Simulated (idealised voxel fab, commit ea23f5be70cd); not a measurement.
voxel lift off: a process module
Each square cell in cross-section cut measures 5 nm, and the section as a whole is 185 nm wide.
Each cross-section below is a grid of square cells, stated as bands in top-down order, with one or more rows of cells making up each band. Basically the band line says how high the top is and how high the bottom is, in nm, and then what's in it from left to right, every material with its width in nm. Empty space shows up as "blank", and if a single material carries "throughout" it runs the full band edge to edge. A quick word on heights: they are counted from 0, and under that level the wafer as it came to us is one material throughout. The lowest band is different from the rest in having no bottom; it simply continues downward, written as in "0 and below". It should be noted that a width expressed as "30->40" varies in equal increments from row to row of cells within the band, taking the value of the first number at the top row and that of the second number at the bottom row. Reading "nothing different" for a step: not a cell of the cross-section changed in it. Voids not open to the top, 8 cells minimum: see "Closed cavity list". Written width x height at distance; distance is from the left edge; nm. Read whatever lies past the settings on a step's line as the simulator's own remark about the step. overlay nm: for a step with a mask, the amount by which the mask lay right of where it was planned; a negative amount means left of it.

Process steps (planned)
1 RECEIVE (material Si)
2 CONFORMAL_DEP (material SiN; thk nm 10)
3 PATTERN (tone open; mask id LINES; material resist; width nm 20; pitch nm 40; thk nm 20; overlay nm 0)
4 DIRECTIONAL_DEP (material Ru; thk nm 5)
5 STRIP (etch materials resist)
6 CONFORMAL_DEP (material SiN; thk nm 10)

The cross-section here shows the wafer as received, i.e. in its state after step 1
	0 and below: Si throughout
	Closed cavity list: none

End-of-module cross-section of the first of two wafers, processed as planned
	25 down to 20: 50 blank; 80 SiN; 55 blank
	20 down to 15: SiN throughout
	15 down to 10: 60 SiN; 20 Ru; 20 SiN; 20 Ru; 65 SiN
	10 down to 0: SiN throughout
	0 and below: Si throughout
	Closed cavity list: none

Wafer two (of two), end-of-module cross-section: start = wafer one, plan = wafer one, one run mistake
	25 down to 15: SiN throughout
	15 down to 10: 60 Ru; 20 SiN; 20 Ru; 20 SiN; 65 Ru
	10 down to 0: SiN throughout
	0 and below: Si throughout
	Closed cavity list: none
Diagnosis: step 3 changed vs plan, executed as PATTERN (tone cover; mask id LINES; material resist; width nm 20; pitch nm 40; thk nm 20; overlay nm 0)
Final tally in cells, some materials are higher or lower on the second wafer than on the first: 21 more of Ru
